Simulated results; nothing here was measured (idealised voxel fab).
Proc. module: voxel gate over fins
The cross-section on display is named cut; it measures 205 nm wide, and its cells are 5 nm squares.
A cross-section in this document is a grid of square cells, and it is written down as bands, the top band listed before the ones below it; a band is made up of one or more rows of cells. Look at the band entry: it leads with the top's height and the bottom's height in nm. Then it lists the materials left to right, with a width in nm for each. The word "all across" on a single material says that material fills the band edge to edge. The word "empty" is empty space. For the purposes of this specification, 0 denotes the height below which the wafer in its as-received condition is composed wholly of one material, and the lowermost band, lacking a lower limit, extends downward without end, as expressed in "top 0, no bottom". You'd read "30 to 40" like this: the band's top row of cells is as wide as the first number, its bottom row is as wide as the second, and going down, every row changes width by the same amount as the row before did. Step note "changes: none" = no cross-section cell changed. Entry "Sealed-off cavities". Content: empty spaces with no open connection to the top, size 8 cells or greater. Each: width x height at distance. Distance: from left edge. Unit: nm. That trailing text on a step's line, after the settings, is the simulator's own remark on the step. Regarding "overlay nm": on a step with a mask, it is the distance the mask lay to the right of its planned place; a negative value places it to the left.
[Listed below are the process steps as planned]
step 1: RECEIVE with material Si
step 2: CONFORMAL_DEP with material SiN, thk nm 10
step 3: PATTERN with tone cover, mask id FINS, material resist, width nm 15, pitch nm 45, thk nm 20, overlay nm 0
step 4: DIRECTIONAL_ETCH with etch materials SiN, depth nm 10
step 5: DIRECTIONAL_ETCH with etch materials Si, depth nm 35
step 6: STRIP with etch materials resist
step 7: FILL_DEP with material SiO2, thk nm 10
step 8: CMP with height nm 10
step 9: SELECTIVE_ETCH with etch materials SiO2, depth nm 20
step 10: STRIP with etch materials SiN
step 11: CONFORMAL_DEP with material HfO2, thk nm 5
step 12: CONFORMAL_DEP with material TiN, thk nm 5
step 13: FILL_DEP with material W, thk nm 15
step 14: CMP with height nm 20
step 15: CONFORMAL_DEP with material SiCN, thk nm 10
[As-received state of the wafer in cross-section, equivalent to post-step 1]
    top 0, no bottom: Si all across
    Sealed-off cavities: none
[Here's the wafer cut in cross-section after the module, started and planned just like above, except one thing was done wrong in the run]
    top 30, bottom 20: SiCN all across
    top 20, bottom 15: TiN all across
    top 15, bottom 10: HfO2 all across
    top 10, bottom 0: W all across
    top 0, no bottom: Si all across
    Sealed-off cavities: none
Error vs. plan: step 2, actual vs plan mismatch, actual run CONFORMAL_DEP with material W, thk nm 10
